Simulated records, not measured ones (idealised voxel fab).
process module | voxel gate over fins
cross-section cut | 280 nm wide | cells 5 nm
A cross-section is a grid of square cells, given in bands from the top down. A band is one or more rows of cells.
Each band's line starts with the height of the band's top and of its bottom, in nm. Then come its materials from left to right, each with its width in nm. One material with "throughout" fills the band from edge to edge. "air" is empty space.
Height 0 is the level under which the wafer as received is all one material. The lowest band goes on downwards, as in "0 down".
A width such as "30 to 40" changes by the same amount from each row of cells to the next, from the band's top row to its bottom row.
"no change" after a step means that no cell of the cross-section changed.
closed voids: empty space of 8 cells or more with no open way to the top, each as width x height at its distance from the left edge, in nm
after a step's settings: what the simulator itself notes on the step
overlay nm, on a step with a mask: how far to the right of its planned place the mask lay; to the left if negative
plan
1 op RECEIVE | material Si
2 op CONFORMAL_DEP | material SiN | thk nm 5
3 op DIRECTIONAL_DEP | material aC | thk nm 10
4 op PATTERN | tone cover | mask id FINS | material resist | width nm 15 | pitch nm 45 | thk nm 25 | overlay nm 0
5 op DIRECTIONAL_ETCH | etch materials aC | depth nm 10
6 op STRIP | etch materials resist
7 op DIRECTIONAL_ETCH | etch materials SiN | depth nm 5
8 op DIRECTIONAL_ETCH | etch materials Si | depth nm 30
9 op STRIP | etch materials aC
10 op FILL_DEP | material SiO2 | thk nm 10
11 op CMP | height nm 5
12 op SELECTIVE_ETCH | etch materials SiO2 | depth nm 20
13 op STRIP | etch materials SiN
14 op CONFORMAL_DEP | material HfO2 | thk nm 5
15 op CONFORMAL_DEP | material TiN | thk nm 5
16 op CONFORMAL_DEP | material TiAl | thk nm 5
17 op CONFORMAL_DEP | material TiN | thk nm 5
18 op FILL_DEP | material W | thk nm 10
19 op CMP | height nm 25
20 op CONFORMAL_DEP | material SiCN | thk nm 10
varied across the wafers: width nm of step 4. The plan shows the first wafer's value. All wafers start alike
first wafer as received, after step 1
  0 down: Si throughout
  closed voids: none
first wafer at the end, after step 20
  35 to 25: SiCN throughout
  25 to 20: W throughout
  20 to 15: W 45 | TiN 190 | W 45
  15 to 10: W 45 | TiN 5 | TiAl 180 | TiN 5 | W 45
  10 to 5: W 45 | TiN 5 | TiAl 5 | TiN 35 | TiAl 10 | TiN 35 | TiAl 10 | TiN 35 | TiAl 10 | TiN 35 | TiAl 5 | TiN 5 | W 45
  5 to 0: TiN 50 | TiAl 5 | TiN 5 | HfO2 25 | TiN 5 | TiAl 10 | TiN 5 | HfO2 25 | TiN 5 | TiAl 10 | TiN 5 | HfO2 25 | TiN 5 | TiAl 10 | TiN 5 | HfO2 25 | TiN 5 | TiAl 5 | TiN 50
  0 to -5: TiAl 55 | TiN 5 | HfO2 5 | Si 15 | HfO2 5 | TiN 5 | TiAl 10 | TiN 5 | HfO2 5 | Si 15 | HfO2 5 | TiN 5 | TiAl 10 | TiN 5 | HfO2 5 | Si 15 | HfO2 5 | TiN 5 | TiAl 10 | TiN 5 | HfO2 5 | Si 15 | HfO2 5 | TiN 5 | TiAl 55
  -5 to -10: TiN 60 | HfO2 5 | Si 15 | HfO2 5 | TiN 20 | HfO2 5 | Si 15 | HfO2 5 | TiN 20 | HfO2 5 | Si 15 | HfO2 5 | TiN 20 | HfO2 5 | Si 15 | HfO2 5 | TiN 60
  -10 to -15: HfO2 65 | Si 15 | HfO2 30 | Si 15 | HfO2 30 | Si 15 | HfO2 30 | Si 15 | HfO2 65
  -15 to -30: SiO2 65 | Si 15 | SiO2 30 | Si 15 | SiO2 30 | Si 15 | SiO2 30 | Si 15 | SiO2 65
  -30 down: Si throughout
  closed voids: none
last wafer at the end
  35 to 25: SiCN throughout
  25 to 20: W throughout
  20 to 15: W 40 | TiN 205 | W 35
  15 to 10: W 40 | TiN 5 | TiAl 195 | TiN 5 | W 35
  10 to 5: W 40 | TiN 5 | TiAl 5 | TiN 185 | TiAl 5 | TiN 5 | W 35
  5 to 0: TiN 45 | TiAl 5 | TiN 5 | HfO2 40 | TiN 5 | HfO2 40 | TiN 5 | HfO2 40 | TiN 5 | HfO2 40 | TiN 5 | TiAl 5 | TiN 40
  0 to -5: TiAl 50 | TiN 5 | HfO2 5 | Si 30 | HfO2 5 | TiN 5 | HfO2 5 | Si 30 | HfO2 5 | TiN 5 | HfO2 5 | Si 30 | HfO2 5 | TiN 5 | HfO2 5 | Si 30 | HfO2 5 | TiN 5 | TiAl 45
  -5 to -10: TiN 55 | HfO2 5 | Si 30 | HfO2 5 | TiN 5 | HfO2 5 | Si 30 | HfO2 5 | TiN 5 | HfO2 5 | Si 30 | HfO2 5 | TiN 5 | HfO2 5 | Si 30 | HfO2 5 | TiN 50
  -10 to -15: HfO2 60 | Si 30 | HfO2 15 | Si 30 | HfO2 15 | Si 30 | HfO2 15 | Si 30 | HfO2 55
  -15 to -30: SiO2 60 | Si 30 | SiO2 15 | Si 30 | SiO2 15 | Si 30 | SiO2 15 | Si 30 | SiO2 55
  -30 down: Si throughout
  closed voids: none
each wafer at the end: cells of each material gained (+) or lost (-) since it was received, then its closed voids
width nm 15 | +80 HfO2 | -264 Si | +112 SiCN | +132 SiO2 | +80 TiAl | +142 TiN | +110 W | closed voids: none
width nm 20 | +80 HfO2 | -240 Si | +112 SiCN | +120 SiO2 | +71 TiAl | +142 TiN | +107 W | closed voids: none
width nm 25 | +80 HfO2 | -216 Si | +112 SiCN | +108 SiO2 | +62 TiAl | +142 TiN | +104 W | closed voids: none
width nm 30 | +80 HfO2 | -192 Si | +112 SiCN | +96 SiO2 | +62 TiAl | +133 TiN | +101 W | closed voids: none
